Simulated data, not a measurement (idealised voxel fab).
Process module in this document: voxel double patterning
This is section cut - it's 295 nm across, gridded in 5 nm square cells.
Just so we're on the same page, the cross-sections are grids of square cells, and they're listed out in bands top to bottom, each band one or more rows deep.
First you get the band's top height and its bottom height, in nm, and then the materials it's made of, left to right, with each width in nm. If you see a single material with "everywhere", that one covers the band edge to edge. "blank" is empty space.
Height is counted from the level 0, under which the received wafer is composed throughout of one material. The lowest of the bands is not closed at the bottom but continues downward, in the notation "0 -> down".
Width spec "30->40" -> top row of cells at first value, bottom row at second value, equal per-row change in between.
You'll sometimes find "nothing got changed" written for a step, and that's the way of saying that nowhere in the cross-section did a cell change during that step.
"Closed-off voids" enumerates empty spaces isolated from the top, with no open way to it, that contain at least 8 cells, giving each as width x height at distance from the left edge, all three in nm.
It should be noted that, on the line of a given step, the content following the step's settings is a remark produced by the simulator itself with respect to that step.
overlay nm, on a step with a mask: how far to the right of its planned place the mask lay; to the left if negative

Set out below are the planned steps of the process:
- 1: RECEIVE: material Si
- 2: CONFORMAL_DEP: material SiN, thk nm 5
- 3: DIRECTIONAL_DEP: material SiO2, thk nm 10
- 4: DIRECTIONAL_DEP: material SiCN, thk nm 10
- 5: MASKED_ETCH: tone open, mask id FIRST, width nm 15, pitch nm 50, etch materials SiCN, depth nm 10, overlay nm 0
- 6: PATTERN: tone open, mask id SECOND, material resist, width nm 15, thk nm 15, overlay nm 0
- 7: DIRECTIONAL_ETCH: etch materials SiCN, depth nm 10
- 8: STRIP: etch materials resist
- 9: DIRECTIONAL_ETCH: etch materials SiO2, depth nm 10
- 10: STRIP: etch materials SiCN

Here's what the wafer looked like in cross-section when it arrived - that's after step 1:
> 0 -> down  Si everywhere
> Closed-off voids: none

first wafer at the end, as planned:
> 15 -> 5  115 SiO2, 15 blank, 10 SiO2, 15 blank, 10 SiO2, 15 blank, 115 SiO2
> 5 -> 0  SiN everywhere
> 0 -> down  Si everywhere
> Closed-off voids: none

This cross-section belongs to the second wafer of two at the end of the module; the start and the plan were shared with the first, and the run included one mistake:
> 15 -> 5  125 SiO2, 30 blank, 20 SiO2, 15 blank, 105 SiO2
> 5 -> 0  SiN everywhere
> 0 -> down  Si everywhere
> Closed-off voids: none
Plan not followed: note that step 5 departed from the planned setting and was carried out as MASKED_ETCH: tone open, mask id FIRST, width nm 15, pitch nm 50, etch materials SiCN, depth nm 10, overlay nm 10
At the end, each material covers as many cells on the second wafer as it does on the first, though the cells it covers are elsewhere.
